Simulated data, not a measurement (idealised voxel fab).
process module | voxel capacitor over wiring
cross-section cut | 245 nm wide | cells 5 nm
A cross-section is a grid of square cells, given in bands from the top down. A band is one or more rows of cells.
Each band's line starts with the height of the band's top and of its bottom, in nm. Then come its materials from left to right, each with its width in nm. One material with "throughout" fills the band from edge to edge. "air" is empty space.
Height 0 is the level under which the wafer as received is all one material. The lowest band goes on downwards, as in "0 down".
A width such as "30 to 40" changes by the same amount from each row of cells to the next, from the band's top row to its bottom row.
"no change" after a step means that no cell of the cross-section changed.
closed voids: empty space of 8 cells or more with no open way to the top, each as width x height at its distance from the left edge, in nm
after a step's settings: what the simulator itself notes on the step
overlay nm, on a step with a mask: how far to the right of its planned place the mask lay; to the left if negative
plan
1 op RECEIVE | material Si
2 op CONFORMAL_DEP | material SiO2 | thk nm 15
3 op CONFORMAL_DEP | material SiN | thk nm 5
4 op DIRECTIONAL_DEP | material lowk | thk nm 25
5 op PATTERN | tone open | mask id METAL_1 | material resist | width nm 20 | pitch nm 75 | thk nm 20 | overlay nm 0
6 op DIRECTIONAL_ETCH | etch materials lowk | depth nm 25
7 op DIRECTIONAL_ETCH | etch materials SiN | depth nm 5
8 op STRIP | etch materials resist
9 op CONFORMAL_DEP | material TiN | thk nm 5
10 op FILL_DEP | material Cu | thk nm 5
11 op CMP | height nm 45
12 op CONFORMAL_DEP | material SiCN | thk nm 5
13 op DIRECTIONAL_DEP | material lowk | thk nm 10
14 op PATTERN | tone open | mask id PLUG_1 | material resist | width nm 15 | thk nm 20 | overlay nm 0
15 op DIRECTIONAL_ETCH | etch materials lowk | depth nm 10
16 op DIRECTIONAL_ETCH | etch materials SiCN | depth nm 5
17 op STRIP | etch materials resist
18 op CONFORMAL_DEP | material TiN | thk nm 5
19 op FILL_DEP | material Cu | thk nm 5
20 op CMP | height nm 60
21 op DIRECTIONAL_DEP | material TiN | thk nm 10
22 op DIRECTIONAL_DEP | material HfO2 | thk nm 5
23 op DIRECTIONAL_DEP | material TiN | thk nm 10
24 op MASKED_ETCH | tone cover | mask id UPPER_PLATE | width nm 60 | etch materials TiN | depth nm 10 | overlay nm 0
25 op MASKED_ETCH | tone cover | mask id UPPER_PLATE | width nm 60 | etch materials HfO2 | depth nm 5 | overlay nm 0
26 op MASKED_ETCH | tone cover | mask id LOWER_PLATE | width nm 70 | etch materials TiN | depth nm 10 | overlay nm 0
27 op FILL_DEP | material SiO2 | thk nm 15
28 op CMP | height nm 95
29 op MASKED_ETCH | tone open | mask id PLUG_2 | width nm 15 | etch materials SiO2 | depth nm 10 | overlay nm 0
30 op CONFORMAL_DEP | material TiN | thk nm 5
31 op FILL_DEP | material Cu | thk nm 10
32 op CMP | height nm 95
33 op CONFORMAL_DEP | material SiCN | thk nm 5
first wafer, as planned
as received, after step 1
  0 down: Si throughout
  closed voids: none
after step 2
  15 to 0: SiO2 throughout
  below 0: unchanged
after step 3
  20 to 15: SiN throughout
  below 15: unchanged
after step 4
  45 to 20: lowk throughout
  below 20: unchanged
after step 5
  65 to 45: resist 75 | air 20 | resist 55 | air 20 | resist 75
  below 45: unchanged
after step 6
  65 to 45: resist 75 | air 20 | resist 55 | air 20 | resist 75
  45 to 20: lowk 75 | air 20 | lowk 55 | air 20 | lowk 75
  below 20: unchanged
after step 7
  65 to 45: resist 75 | air 20 | resist 55 | air 20 | resist 75
  45 to 20: lowk 75 | air 20 | lowk 55 | air 20 | lowk 75
  20 to 15: SiN 75 | air 20 | SiN 55 | air 20 | SiN 75
  below 15: unchanged
after step 8
  45 to 20: lowk 75 | air 20 | lowk 55 | air 20 | lowk 75
  below 20: unchanged
after step 9
  50 to 45: TiN 80 | air 10 | TiN 65 | air 10 | TiN 80
  45 to 20: lowk 75 | TiN 5 | air 10 | TiN 5 | lowk 55 | TiN 5 | air 10 | TiN 5 | lowk 75
  20 to 15: SiN 75 | TiN 20 | SiN 55 | TiN 20 | SiN 75
  below 15: unchanged
after step 10
  55 to 50: Cu throughout
  50 to 45: TiN 80 | Cu 10 | TiN 65 | Cu 10 | TiN 80
  45 to 20: lowk 75 | TiN 5 | Cu 10 | TiN 5 | lowk 55 | TiN 5 | Cu 10 | TiN 5 | lowk 75
  below 20: unchanged
after step 11
  45 to 20: lowk 75 | TiN 5 | Cu 10 | TiN 5 | lowk 55 | TiN 5 | Cu 10 | TiN 5 | lowk 75
  below 20: unchanged
after step 12
  50 to 45: SiCN throughout
  below 45: unchanged
after step 13
  60 to 50: lowk throughout
  below 50: unchanged
after step 14
  80 to 60: resist 80 | air 15 | resist 150
  below 60: unchanged
after step 15
  80 to 60: resist 80 | air 15 | resist 150
  60 to 50: lowk 80 | air 15 | lowk 150
  below 50: unchanged
after step 16
  80 to 60: resist 80 | air 15 | resist 150
  60 to 50: lowk 80 | air 15 | lowk 150
  50 to 45: SiCN 80 | air 15 | SiCN 150
  below 45: unchanged
after step 17
  60 to 50: lowk 80 | air 15 | lowk 150
  below 50: unchanged
after step 18
  65 to 60: TiN 85 | air 5 | TiN 155
  60 to 50: lowk 80 | TiN 5 | air 5 | TiN 5 | lowk 150
  50 to 45: SiCN 80 | TiN 15 | SiCN 150
  below 45: unchanged
after step 19
  70 to 65: Cu throughout
  65 to 60: TiN 85 | Cu 5 | TiN 155
  60 to 50: lowk 80 | TiN 5 | Cu 5 | TiN 5 | lowk 150
  below 50: unchanged
after step 20
  60 to 50: lowk 80 | TiN 5 | Cu 5 | TiN 5 | lowk 150
  below 50: unchanged
after step 21
  70 to 60: TiN throughout
  below 60: unchanged
after step 22
  75 to 70: HfO2 throughout
  below 70: unchanged
after step 23
  85 to 75: TiN throughout
  below 75: unchanged
after step 24
  85 to 75: air 80 | TiN 60 | air 105
  below 75: unchanged
after step 25
  85 to 75: air 80 | TiN 60 | air 105
  75 to 70: air 80 | HfO2 60 | air 105
  below 70: unchanged
after step 26
  85 to 75: air 80 | TiN 60 | air 105
  75 to 70: air 80 | HfO2 60 | air 105
  70 to 60: air 75 | TiN 70 | air 100
  below 60: unchanged
after step 27
  100 to 85: SiO2 throughout
  85 to 75: SiO2 80 | TiN 60 | SiO2 105
  75 to 70: SiO2 80 | HfO2 60 | SiO2 105
  70 to 60: SiO2 75 | TiN 70 | SiO2 100
  below 60: unchanged
after step 28
  95 to 85: SiO2 throughout
  below 85: unchanged
after step 29
  95 to 85: SiO2 90 | air 15 | SiO2 140
  below 85: unchanged
after step 30
  100 to 95: TiN 95 | air 5 | TiN 145
  95 to 90: SiO2 90 | TiN 5 | air 5 | TiN 5 | SiO2 140
  90 to 85: SiO2 90 | TiN 15 | SiO2 140
  below 85: unchanged
after step 31
  110 to 100: Cu throughout
  100 to 95: TiN 95 | Cu 5 | TiN 145
  95 to 90: SiO2 90 | TiN 5 | Cu 5 | TiN 5 | SiO2 140
  below 90: unchanged
after step 32
  95 to 90: SiO2 90 | TiN 5 | Cu 5 | TiN 5 | SiO2 140
  below 90: unchanged
after step 33
  100 to 95: SiCN throughout
  below 95: unchanged
second wafer: like start, like plan, one mistake. Through step 21 it matches the first wafer
when step 22 should have ended
  80 to 60: TiN throughout
  below 60: unchanged
when step 23 should have ended
  85 to 80: HfO2 throughout
  below 80: unchanged
when step 24 should have ended: no change
when step 25 should have ended
  85 to 80: air 80 | HfO2 60 | air 105
  below 80: unchanged
when step 26 should have ended
  85 to 80: air 80 | HfO2 60 | air 105
  80 to 70: air 75 | TiN 70 | air 100
  below 70: unchanged
when step 27 should have ended
  100 to 85: SiO2 throughout
  85 to 80: SiO2 80 | HfO2 60 | SiO2 105
  80 to 70: SiO2 75 | TiN 70 | SiO2 100
  below 70: unchanged
when step 28 should have ended
  95 to 85: SiO2 throughout
  below 85: unchanged
when step 29 should have ended
  95 to 85: SiO2 90 | air 15 | SiO2 140
  below 85: unchanged
when step 30 should have ended
  100 to 95: TiN 95 | air 5 | TiN 145
  95 to 90: SiO2 90 | TiN 5 | air 5 | TiN 5 | SiO2 140
  90 to 85: SiO2 90 | TiN 15 | SiO2 140
  below 85: unchanged
when step 31 should have ended
  110 to 100: Cu throughout
  100 to 95: TiN 95 | Cu 5 | TiN 145
  95 to 90: SiO2 90 | TiN 5 | Cu 5 | TiN 5 | SiO2 140
  below 90: unchanged
when step 32 should have ended
  95 to 90: SiO2 90 | TiN 5 | Cu 5 | TiN 5 | SiO2 140
  below 90: unchanged
when step 33 should have ended
  100 to 95: SiCN throughout
  below 95: unchanged
what went wrong: steps 22 and 23 were swapped
at the end the second wafer has, in cells: 74 fewer of SiO2 | 74 more of TiN
